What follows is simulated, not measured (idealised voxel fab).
voxel transistor to metal: a process module
Displayed cross-section: cut, width of 190 nm, square cells sized 5 nm.
A cross-section is written here as square cells arranged in a grid, and it is given in bands from the top down, each band taking up one or more rows of cells. It is stipulated that each band's entry specify, in nanometres, the height of the top of the band and then that of its bottom, followed by the materials of the band in left-to-right sequence, each together with its width in nanometres. A single material marked by the word "everywhere" is understood to fill the band from edge to edge; the word "air" is understood to denote empty space. Heads up on the height convention: 0 is the point under which the incoming wafer is all one material, and the lowest band has no bottom, it just keeps going down, like "0..down". Width: "30 to 40" (first number = top row, second number = bottom row, same change from row to row of cells). Where the words "no modification" appear for a step, the cross-section shows no cell changed by that step; every cell remained as before. "Unvented cavities" contains a list of empty spaces, each no smaller than 8 cells and without an open way to the top, written in the form width x height at distance with the distance from the left edge and all three in nm. Note: text after step settings on the step line = simulator remark on that step. The optional step-line setting "overlay nm" applies to steps with a mask and quantifies how far to the right of its planned location the mask lay, a negative value indicating leftward placement. So the way this works: pairs, before and after one process step. The after picture only goes down to the lowest band that actually changed, nothing below. Step and its settings are under each pair. And watch out, pairs might come from different runs of this module, same starting wafer though, so a pair only follows on from the one above if its "Pre-step snapshot" entry tells you so.

Pre-step snapshot
* 10..5 | air=35  SiN=120  air=35
* 5..0 | SiO2=35  SiN=120  SiO2=35
* 0..-5 | SiO2 everywhere
* -5..-45 | SiO2=35  Si=120  SiO2=35
* -45..down | Si everywhere
* Unvented cavities: none

Post-Step Snapshot
* 5..0 | SiO2=35  air=120  SiO2=35
* No changes below 0.
* Unvented cavities: none
What is the step between the two cross-sections above? STRIP with etch materials SiN

Pre-step snapshot: This step starts from the configuration shown after the step in the pair immediately above.

Post-Step Snapshot
* 0..-5 | SiO2=30  air=130  SiO2=30
* No changes below -5.
* Unvented cavities: none
What is the step between the two cross-sections above? SELECTIVE_ETCH with etch materials SiO2, depth nm 5

Pre-step snapshot: This step starts from the configuration shown after the step in the pair immediately above.

Post-Step Snapshot
* 0..-5 | SiO2=30  air=130  SiO2=30
* -5..-10 | SiO2 everywhere
* No changes below -10.
* Unvented cavities: none
What is the step between the two cross-sections above? OXIDIZE with depth nm 5

Pre-step snapshot: This step starts from the configuration shown after the step in the pair immediately above.

Post-Step Snapshot
* 20..15 | polySi=30  air=130  polySi=30
* 15..0 | polySi everywhere
* 0..-5 | SiO2=30  polySi=130  SiO2=30
* No changes below -5.
* Unvented cavities: none
What is the step between the two cross-sections above? DIRECTIONAL_DEP with material polySi, thk nm 20

Pre-step snapshot: This step starts from the configuration shown after the step in the pair immediately above.

Post-Step Snapshot
* 30..25 | SiCN=30  air=130  SiCN=30
* 25..20 | SiCN everywhere
* 20..15 | polySi=30  SiCN=130  polySi=30
* No changes below 15.
* Unvented cavities: none
What is the step between the two cross-sections above? DIRECTIONAL_DEP with material SiCN, thk nm 10

Pre-step snapshot: This step starts from the configuration shown after the step in the pair immediately above.

Post-Step Snapshot
* 45..40 | aC=30  air=130  aC=30
* 40..30 | aC everywhere
* 30..25 | SiCN=30  aC=130  SiCN=30
* No changes below 25.
* Unvented cavities: none
What is the step between the two cross-sections above? DIRECTIONAL_DEP with material aC, thk nm 15

Pre-step snapshot: This step starts from the configuration shown after the step in the pair immediately above.

Post-Step Snapshot
* 75..45 | air=80  resist=30  air=80
* 45..40 | aC=30  air=50  resist=30  air=50  aC=30
* No changes below 40.
* Unvented cavities: none
What is the step between the two cross-sections above? PATTERN with tone cover, mask id GATE, material resist, width nm 30, thk nm 30, overlay nm 0

Pre-step snapshot: This step starts from the configuration shown after the step in the pair immediately above.

Post-Step Snapshot
* 60..40 | air=80  resist=30  air=80
* 40..30 | air=80  aC=30  air=80
* 30..25 | SiCN=30  air=50  aC=30  air=50  SiCN=30
* No changes below 25.
* Unvented cavities: none
What is the step between the two cross-sections above? DIRECTIONAL_ETCH with etch materials aC, depth nm 15

Pre-step snapshot: This step starts from the configuration shown after the step in the pair immediately above.

Post-Step Snapshot
* 40..30 | air=80  aC=30  air=80
* No changes below 30.
* Unvented cavities: none
What is the step between the two cross-sections above? STRIP with etch materials resist

Pre-step snapshot: This step starts from the configuration shown after the step in the pair immediately above.

Post-Step Snapshot
* 40..25 | air=80  aC=30  air=80
* 25..20 | air=80  SiCN=30  air=80
* 20..15 | polySi=30  air=50  SiCN=30  air=50  polySi=30
* No changes below 15.
* Unvented cavities: none
What is the step between the two cross-sections above? DIRECTIONAL_ETCH with etch materials SiCN, depth nm 20

Pre-step snapshot: This step starts from the configuration shown after the step in the pair immediately above.

Post-Step Snapshot
* 40..25 | air=80  aC=30  air=80
* 25..15 | air=80  SiCN=30  air=80
* 15..0 | air=80  polySi=30  air=80
* 0..-5 | SiO2=30  air=50  polySi=30  air=50  SiO2=30
* No changes below -5.
* Unvented cavities: none
What is the step between the two cross-sections above? DIRECTIONAL_ETCH with etch materials polySi, depth nm 30

Pre-step snapshot: This step starts from the configuration shown after the step in the pair immediately above.

Post-Step Snapshot
* 25..15 | air=80  SiCN=30  air=80
* No changes below 15.
* Unvented cavities: none
What is the step between the two cross-sections above? STRIP with etch materials aC

Pre-step snapshot: This step starts from the configuration shown after the step in the pair immediately above.

Post-Step Snapshot
* 30..25 | air=75  SiN=40  air=75
* 25..15 | air=75  SiN=5  SiCN=30  SiN=5  air=75
* 15..5 | air=75  SiN=5  polySi=30  SiN=5  air=75
* 5..0 | SiN=35  air=40  SiN=5  polySi=30  SiN=5  air=40  SiN=35
* 0..-5 | SiO2=30  SiN=50  polySi=30  SiN=50  SiO2=30
* No changes below -5.
* Unvented cavities: none
What is the step between the two cross-sections above? CONFORMAL_DEP with material SiN, thk nm 5

Pre-step snapshot: This step starts from the configuration shown after the step in the pair immediately above.

Post-Step Snapshot
* 25..15 | air=75  SiN=5  SiCN=30  SiN=5  air=75
* 15..0 | air=75  SiN=5  polySi=30  SiN=5  air=75
* 0..-5 | SiO2=30  SiN=5  air=40  SiN=5  polySi=30  SiN=5  air=40  SiN=5  SiO2=30
* No changes below -5.
* Unvented cavities: none
What is the step between the two cross-sections above? DIRECTIONAL_ETCH with etch materials SiN, depth nm 5

Pre-step snapshot: This step starts from the configuration shown after the step in the pair immediately above.

Post-Step Snapshot
* 25..15 | air=75  SiN=5  SiCN=30  SiN=5  air=75
* 15..0 | air=75  SiN=5  polySi=30  SiN=5  air=75
* 0..-5 | air=30  SiN=5  air=40  SiN=5  polySi=30  SiN=5  air=40  SiN=5  air=30
* -5..-10 | SiO2=35  air=40  SiO2=40  air=40  SiO2=35
* No changes below -10.
* Unvented cavities: none
What is the step between the two cross-sections above? DIRECTIONAL_ETCH with etch materials SiO2, depth nm 5

Pre-step snapshot: This step starts from the configuration shown after the step in the pair immediately above.

Post-Step Snapshot
* 25..15 | air=75  SiN=5  SiCN=30  SiN=5  air=75
* 15..0 | air=75  SiN=5  polySi=30  SiN=5  air=75
* 0..-5 | air=30  SiN=5  air=40  SiN=5  polySi=30  SiN=5  air=40  SiN=5  air=30
* -5..-10 | SiO2=35  air=40  SiO2=40  air=40  SiO2=35
* -10..-20 | SiO2=35  air=40  Si=40  air=40  SiO2=35
* No changes below -20.
* Unvented cavities: none
What is the step between the two cross-sections above? DIRECTIONAL_ETCH with etch materials Si, depth nm 10

Pre-step snapshot: This step starts from the configuration shown after the step in the pair immediately above.

Post-Step Snapshot
* 25..15 | air=75  SiN=5  SiCN=30  SiN=5  air=75
* 15..0 | air=75  SiN=5  polySi=30  SiN=5  air=75
* 0..-5 | air=30  SiN=5  air=30  pSi=10  SiN=5  polySi=30  SiN=5  pSi=10  air=30  SiN=5  air=30
* -5..-10 | SiO2=35  air=30  pSi=10  SiO2=40  pSi=10  air=30  SiO2=35
* -10..-20 | SiO2=35  pSi=40  Si=40  pSi=40  SiO2=35
* No changes below -20.
* Unvented cavities: none
What is the step between the two cross-sections above? EPI with material pSi, thk nm 10

Pre-step snapshot: This step starts from the configuration shown after the step in the pair immediately above.

Post-Step Snapshot
* 30..25 | SiO2 everywhere
* 25..15 | SiO2=75  SiN=5  SiCN=30  SiN=5  SiO2=75
* 15..0 | SiO2=75  SiN=5  polySi=30  SiN=5  SiO2=75
* 0..-5 | SiO2=30  SiN=5  SiO2=30  pSi=10  SiN=5  polySi=30  SiN=5  pSi=10  SiO2=30  SiN=5  SiO2=30
* -5..-10 | SiO2=65  pSi=10  SiO2=40  pSi=10  SiO2=65
* No changes below -10.
* Unvented cavities: none
What is the step between the two cross-sections above? FILL_DEP with material SiO2, thk nm 5

Pre-step snapshot: This step starts from the configuration shown after the step in the pair immediately above.

Post-Step Snapshot
* 15..0 | SiO2=75  SiN=5  polySi=30  SiN=5  SiO2=75
* No changes below 0.
* Unvented cavities: none
What is the step between the two cross-sections above? CMP with height nm 15

Pre-step snapshot: This step starts from the configuration shown after the step in the pair immediately above.

Post-Step Snapshot
* 15..0 | SiO2=75  SiN=5  air=30  SiN=5  SiO2=75
* 0..-5 | SiO2=30  SiN=5  SiO2=30  pSi=10  SiN=5  air=30  SiN=5  pSi=10  SiO2=30  SiN=5  SiO2=30
* No changes below -5.
* Unvented cavities: none
What is the step between the two cross-sections above? STRIP with etch materials polySi

Pre-step snapshot: This step starts from the configuration shown after the step in the pair immediately above.

Post-Step Snapshot
* 15..10 | air=75  SiN=5  air=30  SiN=5  air=75
* 10..0 | SiO2=75  SiN=5  air=30  SiN=5  SiO2=75
* 0..-5 | SiO2=30  SiN=5  SiO2=30  pSi=10  SiN=5  air=30  SiN=5  pSi=10  SiO2=30  SiN=5  SiO2=30
* -5..-10 | SiO2=65  pSi=10  air=40  pSi=10  SiO2=65
* No changes below -10.
* Unvented cavities: none
What is the step between the two cross-sections above? SELECTIVE_ETCH with etch materials SiO2, depth nm 5

Pre-step snapshot: This step starts from the configuration shown after the step in the pair immediately above.

Post-Step Snapshot
* 20..15 | air=70  HfO2=15  air=20  HfO2=15  air=70
* 15..10 | HfO2=75  SiN=5  HfO2=5  air=20  HfO2=5  SiN=5  HfO2=75
* 10..0 | SiO2=75  SiN=5  HfO2=5  air=20  HfO2=5  SiN=5  SiO2=75
* 0..-5 | SiO2=30  SiN=5  SiO2=30  pSi=10  SiN=5  HfO2=5  air=20  HfO2=5  SiN=5  pSi=10  SiO2=30  SiN=5  SiO2=30
* -5..-10 | SiO2=65  pSi=10  HfO2=40  pSi=10  SiO2=65
* No changes below -10.
* Unvented cavities: none
What is the step between the two cross-sections above? CONFORMAL_DEP with material HfO2, thk nm 5

Pre-step snapshot: This step starts from the configuration shown after the step in the pair immediately above.

Post-Step Snapshot
* 25..20 | air=65  TiN=25  air=10  TiN=25  air=65
* 20..15 | TiN=70  HfO2=15  TiN=5  air=10  TiN=5  HfO2=15  TiN=70
* 15..10 | HfO2=75  SiN=5  HfO2=5  TiN=5  air=10  TiN=5  HfO2=5  SiN=5  HfO2=75
* 10..0 | SiO2=75  SiN=5  HfO2=5  TiN=5  air=10  TiN=5  HfO2=5  SiN=5  SiO2=75
* 0..-5 | SiO2=30  SiN=5  SiO2=30  pSi=10  SiN=5  HfO2=5  TiN=20  HfO2=5  SiN=5  pSi=10  SiO2=30  SiN=5  SiO2=30
* No changes below -5.
* Unvented cavities: none
What is the step between the two cross-sections above? CONFORMAL_DEP with material TiN, thk nm 5

Pre-step snapshot: This step starts from the configuration shown after the step in the pair immediately above.

Post-Step Snapshot
* 30..25 | W everywhere
* 25..20 | W=65  TiN=25  W=10  TiN=25  W=65
* 20..15 | TiN=70  HfO2=15  TiN=5  W=10  TiN=5  HfO2=15  TiN=70
* 15..10 | HfO2=75  SiN=5  HfO2=5  TiN=5  W=10  TiN=5  HfO2=5  SiN=5  HfO2=75
* 10..0 | SiO2=75  SiN=5  HfO2=5  TiN=5  W=10  TiN=5  HfO2=5  SiN=5  SiO2=75
* No changes below 0.
* Unvented cavities: none
What is the step between the two cross-sections above? FILL_DEP with material W, thk nm 5

Pre-step snapshot: This step starts from the configuration shown after the step in the pair immediately above.

Post-Step Snapshot
* 10..0 | SiO2=75  SiN=5  HfO2=5  TiN=5  W=10  TiN=5  HfO2=5  SiN=5  SiO2=75
* No changes below 0.
* Unvented cavities: none
What is the step between the two cross-sections above? CMP with height nm 10

Pre-step snapshot: This step starts from the configuration shown after the step in the pair immediately above.

Post-Step Snapshot
* 20..10 | SiO2 everywhere
* No changes below 10.
* Unvented cavities: none
What is the step between the two cross-sections above? DIRECTIONAL_DEP with material SiO2, thk nm 10

Pre-step snapshot: This step starts from the configuration shown after the step in the pair immediately above.

Post-Step Snapshot
* 40..20 | resist=45  air=15  resist=70  air=15  resist=45
* No changes below 20.
* Unvented cavities: none
What is the step between the two cross-sections above? PATTERN with tone open, mask id CONTACT, material resist, width nm 15, pitch nm 85, thk nm 20, overlay nm 0

Pre-step snapshot: This step starts from the configuration shown after the step in the pair immediately above.

Post-Step Snapshot
* 40..20 | resist=45  air=15  resist=70  air=15  resist=45
* 20..10 | SiO2=45  air=15  SiO2=70  air=15  SiO2=45
* 10..0 | SiO2=45  air=15  SiO2=15  SiN=5  HfO2=5  TiN=5  W=10  TiN=5  HfO2=5  SiN=5  SiO2=15  air=15  SiO2=45
* 0..-5 | SiO2=30  SiN=5  SiO2=10  air=15  SiO2=5  pSi=10  SiN=5  HfO2=5  TiN=20  HfO2=5  SiN=5  pSi=10  SiO2=5  air=15  SiO2=10  SiN=5  SiO2=30
* -5..-10 | SiO2=45  air=15  SiO2=5  pSi=10  HfO2=40  pSi=10  SiO2=5  air=15  SiO2=45
* No changes below -10.
* Unvented cavities: none
What is the step between the two cross-sections above? DIRECTIONAL_ETCH with etch materials SiO2, depth nm 30

Pre-step snapshot: This step starts from the configuration shown after the step in the pair immediately above.

Post-Step Snapshot
* 20..10 | SiO2=45  air=15  SiO2=70  air=15  SiO2=45
* No changes below 10.
* Unvented cavities: none
What is the step between the two cross-sections above? STRIP with etch materials resist

Pre-step snapshot: This step starts from the configuration shown after the step in the pair immediately above.

Post-Step Snapshot
* 25..20 | TiN=50  air=5  TiN=80  air=5  TiN=50
* 20..10 | SiO2=45  TiN=5  air=5  TiN=5  SiO2=70  TiN=5  air=5  TiN=5  SiO2=45
* 10..0 | SiO2=45  TiN=5  air=5  TiN=5  SiO2=15  SiN=5  HfO2=5  TiN=5  W=10  TiN=5  HfO2=5  SiN=5  SiO2=15  TiN=5  air=5  TiN=5  SiO2=45
* 0..-5 | SiO2=30  SiN=5  SiO2=10  TiN=5  air=5  TiN=5  SiO2=5  pSi=10  SiN=5  HfO2=5  TiN=20  HfO2=5  SiN=5  pSi=10  SiO2=5  TiN=5  air=5  TiN=5  SiO2=10  SiN=5  SiO2=30
* -5..-10 | SiO2=45  TiN=15  SiO2=5  pSi=10  HfO2=40  pSi=10  SiO2=5  TiN=15  SiO2=45
* No changes below -10.
* Unvented cavities: none
What is the step between the two cross-sections above? CONFORMAL_DEP with material TiN, thk nm 5

Pre-step snapshot: This step starts from the configuration shown after the step in the pair immediately above.

Post-Step Snapshot
* 30..25 | W everywhere
* 25..20 | TiN=50  W=5  TiN=80  W=5  TiN=50
* 20..10 | SiO2=45  TiN=5  W=5  TiN=5  SiO2=70  TiN=5  W=5  TiN=5  SiO2=45
* 10..0 | SiO2=45  TiN=5  W=5  TiN=5  SiO2=15  SiN=5  HfO2=5  TiN=5  W=10  TiN=5  HfO2=5  SiN=5  SiO2=15  TiN=5  W=5  TiN=5  SiO2=45
* 0..-5 | SiO2=30  SiN=5  SiO2=10  TiN=5  W=5  TiN=5  SiO2=5  pSi=10  SiN=5  HfO2=5  TiN=20  HfO2=5  SiN=5  pSi=10  SiO2=5  TiN=5  W=5  TiN=5  SiO2=10  SiN=5  SiO2=30
* No changes below -5.
* Unvented cavities: none
What is the step between the two cross-sections above? FILL_DEP with material W, thk nm 5

Pre-step snapshot: This step starts from the configuration shown after the step in the pair immediately above.

Post-Step Snapshot
* 20..10 | SiO2=45  TiN=5  W=5  TiN=5  SiO2=70  TiN=5  W=5  TiN=5  SiO2=45
* No changes below 10.
* Unvented cavities: none
What is the step between the two cross-sections above? CMP with height nm 20

Pre-step snapshot: This step starts from the configuration shown after the step in the pair immediately above.

Post-Step Snapshot
* 25..20 | SiCN everywhere
* No changes below 20.
* Unvented cavities: none
What is the step between the two cross-sections above? CONFORMAL_DEP with material SiCN, thk nm 5

Pre-step snapshot: This step starts from the configuration shown after the step in the pair immediately above.

Post-Step Snapshot
* 40..25 | SiO2 everywhere
* No changes below 25.
* Unvented cavities: none
What is the step between the two cross-sections above? DIRECTIONAL_DEP with material SiO2, thk nm 15

Pre-step snapshot: This step starts from the configuration shown after the step in the pair immediately above.

Post-Step Snapshot
* 60..40 | resist=45  air=15  resist=70  air=15  resist=45
* No changes below 40.
* Unvented cavities: none
What is the step between the two cross-sections above? PATTERN with tone open, mask id METAL_1, material resist, width nm 15, pitch nm 85, thk nm 20, overlay nm 0

Pre-step snapshot: This step starts from the configuration shown after the step in the pair immediately above.

Post-Step Snapshot
* 60..40 | resist=45  air=15  resist=70  air=15  resist=45
* 40..25 | SiO2=45  air=15  SiO2=70  air=15  SiO2=45
* No changes below 25.
* Unvented cavities: none
What is the step between the two cross-sections above? DIRECTIONAL_ETCH with etch materials SiO2, depth nm 15

Pre-step snapshot: This step starts from the configuration shown after the step in the pair immediately above.

Post-Step Snapshot
* 60..40 | resist=45  air=15  resist=70  air=15  resist=45
* 40..25 | SiO2=45  air=15  SiO2=70  air=15  SiO2=45
* 25..20 | SiCN=45  air=15  SiCN=70  air=15  SiCN=45
* No changes below 20.
* Unvented cavities: none
What is the step between the two cross-sections above? DIRECTIONAL_ETCH with etch materials SiCN, depth nm 5

Pre-step snapshot: This step starts from the configuration shown after the step in the pair immediately above.

Post-Step Snapshot
* 40..25 | SiO2=45  air=15  SiO2=70  air=15  SiO2=45
* No changes below 25.
* Unvented cavities: none
What is the step between the two cross-sections above? STRIP with etch materials resist

Pre-step snapshot: This step starts from the configuration shown after the step in the pair immediately above.

Post-Step Snapshot
* 45..40 | TiN=50  air=5  TiN=80  air=5  TiN=50
* 40..25 | SiO2=45  TiN=5  air=5  TiN=5  SiO2=70  TiN=5  air=5  TiN=5  SiO2=45
* 25..20 | SiCN=45  TiN=15  SiCN=70  TiN=15  SiCN=45
* No changes below 20.
* Unvented cavities: none
What is the step between the two cross-sections above? CONFORMAL_DEP with material TiN, thk nm 5

Pre-step snapshot: This step starts from the configuration shown after the step in the pair immediately above.

Post-Step Snapshot
* 50..45 | W everywhere
* 45..40 | TiN=50  W=5  TiN=80  W=5  TiN=50
* 40..25 | SiO2=45  TiN=5  W=5  TiN=5  SiO2=70  TiN=5  W=5  TiN=5  SiO2=45
* No changes below 25.
* Unvented cavities: none
What is the step between the two cross-sections above? FILL_DEP with material W, thk nm 5

Pre-step snapshot: This step starts from the configuration shown after the step in the pair immediately above.

Post-Step Snapshot
* 40..25 | SiO2=45  TiN=5  W=5  TiN=5  SiO2=70  TiN=5  W=5  TiN=5  SiO2=45
* No changes below 25.
* Unvented cavities: none
What is the step between the two cross-sections above? CMP with height nm 40

Pre-step snapshot: This step starts from the configuration shown after the step in the pair immediately above.

Post-Step Snapshot
* 45..40 | SiCN everywhere
* No changes below 40.
* Unvented cavities: none
What is the step between the two cross-sections above? CONFORMAL_DEP with material SiCN, thk nm 5

Pre-step snapshot: This step starts from the configuration shown after the step in the pair immediately above.

Post-Step Snapshot
* 70..45 | lowk everywhere
* No changes below 45.
* Unvented cavities: none
What is the step between the two cross-sections above? DIRECTIONAL_DEP with material lowk, thk nm 25

Pre-step snapshot: This step starts from the configuration shown after the step in the pair immediately above.

Post-Step Snapshot
* 85..70 | aC everywhere
* No changes below 70.
* Unvented cavities: none
What is the step between the two cross-sections above? DIRECTIONAL_DEP with material aC, thk nm 15

Pre-step snapshot: This step starts from the configuration shown after the step in the pair immediately above.

Post-Step Snapshot
* 115..85 | resist=45  air=15  resist=70  air=15  resist=45
* No changes below 85.
* Unvented cavities: none
What is the step between the two cross-sections above? PATTERN with tone open, mask id METAL_2, material resist, width nm 15, pitch nm 85, thk nm 30, overlay nm 0

Pre-step snapshot: This step starts from the configuration shown after the step in the pair immediately above.

Post-Step Snapshot
* 100..85 | resist=45  air=15  resist=70  air=15  resist=45
* 85..70 | aC=45  air=15  aC=70  air=15  aC=45
* No changes below 70.
* Unvented cavities: none
What is the step between the two cross-sections above? DIRECTIONAL_ETCH with etch materials aC, depth nm 15

Pre-step snapshot: This step starts from the configuration shown after the step in the pair immediately above.

Post-Step Snapshot
* 85..70 | aC=45  air=15  aC=70  air=15  aC=45
* No changes below 70.
* Unvented cavities: none
What is the step between the two cross-sections above? STRIP with etch materials resist

Pre-step snapshot: This step starts from the configuration shown after the step in the pair immediately above.

Post-Step Snapshot
* 85..70 | aC=45  air=15  aC=70  air=15  aC=45
* 70..55 | lowk=45  air=15  lowk=70  air=15  lowk=45
* No changes below 55.
* Unvented cavities: none
What is the step between the two cross-sections above? DIRECTIONAL_ETCH with etch materials lowk, depth nm 15

Pre-step snapshot: This step starts from the configuration shown after the step in the pair immediately above.

Post-Step Snapshot
* 70..55 | lowk=45  air=15  lowk=70  air=15  lowk=45
* No changes below 55.
* Unvented cavities: none
What is the step between the two cross-sections above? STRIP with etch materials aC

Pre-step snapshot: This step starts from the configuration shown after the step in the pair immediately above.

Post-Step Snapshot
* 90..70 | resist=45  air=15  resist=70  air=15  resist=45
* No changes below 70.
* Unvented cavities: none
What is the step between the two cross-sections above? PATTERN with tone open, mask id METAL_2_HOLES, material resist, width nm 15, pitch nm 85, thk nm 20, overlay nm 0

Pre-step snapshot: This step starts from the configuration shown after the step in the pair immediately above.

Post-Step Snapshot
* 90..70 | resist=45  air=15  resist=70  air=15  resist=45
* 70..45 | lowk=45  air=15  lowk=70  air=15  lowk=45
* No changes below 45.
* Unvented cavities: none
What is the step between the two cross-sections above? DIRECTIONAL_ETCH with etch materials lowk, depth nm 10

Pre-step snapshot: This step starts from the configuration shown after the step in the pair immediately above.

Post-Step Snapshot
* 90..70 | resist=45  air=15  resist=70  air=15  resist=45
* 70..45 | lowk=45  air=15  lowk=70  air=15  lowk=45
* 45..40 | SiCN=45  air=15  SiCN=70  air=15  SiCN=45
* No changes below 40.
* Unvented cavities: none
What is the step between the two cross-sections above? DIRECTIONAL_ETCH with etch materials SiCN, depth nm 5

Pre-step snapshot: This step starts from the configuration shown after the step in the pair immediately above.

Post-Step Snapshot
* 70..45 | lowk=45  air=15  lowk=70  air=15  lowk=45
* No changes below 45.
* Unvented cavities: none
What is the step between the two cross-sections above? STRIP with etch materials resist

Pre-step snapshot: This step starts from the configuration shown after the step in the pair immediately above.

Post-Step Snapshot
* 75..70 | TiN=50  air=5  TiN=80  air=5  TiN=50
* 70..45 | lowk=45  TiN=5  air=5  TiN=5  lowk=70  TiN=5  air=5  TiN=5  lowk=45
* 45..40 | SiCN=45  TiN=15  SiCN=70  TiN=15  SiCN=45
* No changes below 40.
* Unvented cavities: none
What is the step between the two cross-sections above? CONFORMAL_DEP with material TiN, thk nm 5

Pre-step snapshot: This step starts from the configuration shown after the step in the pair immediately above.

Post-Step Snapshot
* 85..75 | Cu everywhere
* 75..70 | TiN=50  Cu=5  TiN=80  Cu=5  TiN=50
* 70..45 | lowk=45  TiN=5  Cu=5  TiN=5  lowk=70  TiN=5  Cu=5  TiN=5  lowk=45
* No changes below 45.
* Unvented cavities: none
What is the step between the two cross-sections above? FILL_DEP with material Cu, thk nm 10

Pre-step snapshot: This step starts from the configuration shown after the step in the pair immediately above.

Post-Step Snapshot
* 70..45 | lowk=45  TiN=5  Cu=5  TiN=5  lowk=70  TiN=5  Cu=5  TiN=5  lowk=45
* No changes below 45.
* Unvented cavities: none
What is the step between the two cross-sections above? CMP with height nm 70

Pre-step snapshot: This step starts from the configuration shown after the step in the pair immediately above.

Post-Step Snapshot
* 75..70 | SiN everywhere
* No changes below 70.
* Unvented cavities: none
What is the step between the two cross-sections above? CONFORMAL_DEP with material SiN, thk nm 5

Pre-step snapshot
* 10..0 | SiO2=35  SiN=120  SiO2=35
* 0..-5 | SiO2 everywhere
* -5..-25 | SiO2=35  Si=120  SiO2=35
* -25..down | Si everywhere
* Unvented cavities: none

Post-Step Snapshot
* 10..0 | SiO2=35  air=120  SiO2=35
* No changes below 0.
* Unvented cavities: none
What is the step between the two cross-sections above? STRIP with etch materials SiN

Pre-step snapshot: This step starts from the configuration shown after the step in the pair immediately above.

Post-Step Snapshot
* 5..-5 | SiO2=30  air=130  SiO2=30
* No changes below -5.
* Unvented cavities: none
What is the step between the two cross-sections above? SELECTIVE_ETCH with etch materials SiO2, depth nm 5

Pre-step snapshot: This step starts from the configuration shown after the step in the pair immediately above.

Post-Step Snapshot
* 0..-5 | SiO2=25  air=140  SiO2=25
* -5..-10 | SiO2=25  air=10  Si=120  air=10  SiO2=25
* No changes below -10.
* Unvented cavities: none
What is the step between the two cross-sections above? SELECTIVE_ETCH with etch materials SiO2, depth nm 5

Pre-step snapshot: This step starts from the configuration shown after the step in the pair immediately above.

Post-Step Snapshot
* 0..-5 | SiO2=25  air=140  SiO2=25
* -5..-10 | SiO2=25  air=10  SiO2=120  air=10  SiO2=25
* -10..-15 | SiO2=40  Si=110  SiO2=40
* No changes below -15.
* Unvented cavities: none
What is the step between the two cross-sections above? OXIDIZE with depth nm 5

Pre-step snapshot: This step starts from the configuration shown after the step in the pair immediately above.

Post-Step Snapshot
* 20..15 | polySi=25  air=140  polySi=25
* 15..10 | polySi=25  air=10  polySi=120  air=10  polySi=25
* 10..0 | polySi everywhere
* 0..-5 | SiO2=25  polySi=140  SiO2=25
* -5..-10 | SiO2=25  polySi=10  SiO2=120  polySi=10  SiO2=25
* No changes below -10.
* Unvented cavities: none
What is the step between the two cross-sections above? DIRECTIONAL_DEP with material polySi, thk nm 20

Pre-step snapshot: This step starts from the configuration shown after the step in the pair immediately above.

Post-Step Snapshot
* 30..25 | SiCN=25  air=140  SiCN=25
* 25..20 | SiCN=25  air=10  SiCN=120  air=10  SiCN=25
* 20..15 | polySi=25  SiCN=140  polySi=25
* 15..10 | polySi=25  SiCN=10  polySi=120  SiCN=10  polySi=25
* No changes below 10.
* Unvented cavities: none
What is the step between the two cross-sections above? DIRECTIONAL_DEP with material SiCN, thk nm 10

Pre-step snapshot: This step starts from the configuration shown after the step in the pair immediately above.

Post-Step Snapshot
* 45..40 | aC=25  air=140  aC=25
* 40..35 | aC=25  air=10  aC=120  air=10  aC=25
* 35..30 | aC everywhere
* 30..25 | SiCN=25  aC=140  SiCN=25
* 25..20 | SiCN=25  aC=10  SiCN=120  aC=10  SiCN=25
* No changes below 20.
* Unvented cavities: none
What is the step between the two cross-sections above? DIRECTIONAL_DEP with material aC, thk nm 15

Pre-step snapshot: This step starts from the configuration shown after the step in the pair immediately above.

Post-Step Snapshot
* 75..45 | air=80  resist=30  air=80
* 45..40 | aC=25  air=55  resist=30  air=55  aC=25
* No changes below 40.
* Unvented cavities: none
What is the step between the two cross-sections above? PATTERN with tone cover, mask id GATE, material resist, width nm 30, thk nm 30, overlay nm 0

Pre-step snapshot: This step starts from the configuration shown after the step in the pair immediately above.

Post-Step Snapshot
* 60..40 | air=80  resist=30  air=80
* 40..30 | air=80  aC=30  air=80
* 30..25 | SiCN=25  air=55  aC=30  air=55  SiCN=25
* 25..20 | SiCN=25  air=10  SiCN=120  air=10  SiCN=25
* No changes below 20.
* Unvented cavities: none
What is the step between the two cross-sections above? DIRECTIONAL_ETCH with etch materials aC, depth nm 15

Pre-step snapshot: This step starts from the configuration shown after the step in the pair immediately above.

Post-Step Snapshot
* 40..30 | air=80  aC=30  air=80
* No changes below 30.
* Unvented cavities: none
What is the step between the two cross-sections above? STRIP with etch materials resist

Pre-step snapshot: This step starts from the configuration shown after the step in the pair immediately above.

Post-Step Snapshot
* 40..25 | air=80  aC=30  air=80
* 25..20 | air=80  SiCN=30  air=80
* 20..15 | polySi=25  air=55  SiCN=30  air=55  polySi=25
* 15..10 | polySi=25  air=10  polySi=120  air=10  polySi=25
* No changes below 10.
* Unvented cavities: none
What is the step between the two cross-sections above? DIRECTIONAL_ETCH with etch materials SiCN, depth nm 20

Pre-step snapshot: This step starts from the configuration shown after the step in the pair immediately above.

Post-Step Snapshot
* 40..25 | air=80  aC=30  air=80
* 25..15 | air=80  SiCN=30  air=80
* 15..0 | air=80  polySi=30  air=80
* 0..-5 | SiO2=25  air=55  polySi=30  air=55  SiO2=25
* -5..-10 | SiO2=25  air=10  SiO2=120  air=10  SiO2=25
* No changes below -10.
* Unvented cavities: none
What is the step between the two cross-sections above? DIRECTIONAL_ETCH with etch materials polySi, depth nm 30

Pre-step snapshot: This step starts from the configuration shown after the step in the pair immediately above.

Post-Step Snapshot
* 25..15 | air=80  SiCN=30  air=80
* No changes below 15.
* Unvented cavities: none
What is the step between the two cross-sections above? STRIP with etch materials aC

Pre-step snapshot: This step starts from the configuration shown after the step in the pair immediately above.

Post-Step Snapshot
* 30..25 | air=75  SiN=40  air=75
* 25..15 | air=75  SiN=5  SiCN=30  SiN=5  air=75
* 15..5 | air=75  SiN=5  polySi=30  SiN=5  air=75
* 5..0 | SiN=30  air=45  SiN=5  polySi=30  SiN=5  air=45  SiN=30
* 0..-5 | SiO2=25  SiN=55  polySi=30  SiN=55  SiO2=25
* -5..-10 | SiO2=25  SiN=10  SiO2=120  SiN=10  SiO2=25
* No changes below -10.
* Unvented cavities: none
What is the step between the two cross-sections above? CONFORMAL_DEP with material SiN, thk nm 5

Pre-step snapshot: This step starts from the configuration shown after the step in the pair immediately above.

Post-Step Snapshot
* 25..15 | air=75  SiN=5  SiCN=30  SiN=5  air=75
* 15..0 | air=75  SiN=5  polySi=30  SiN=5  air=75
* 0..-5 | SiO2=25  SiN=5  air=45  SiN=5  polySi=30  SiN=5  air=45  SiN=5  SiO2=25
* No changes below -5.
* Unvented cavities: none
What is the step between the two cross-sections above? DIRECTIONAL_ETCH with etch materials SiN, depth nm 5
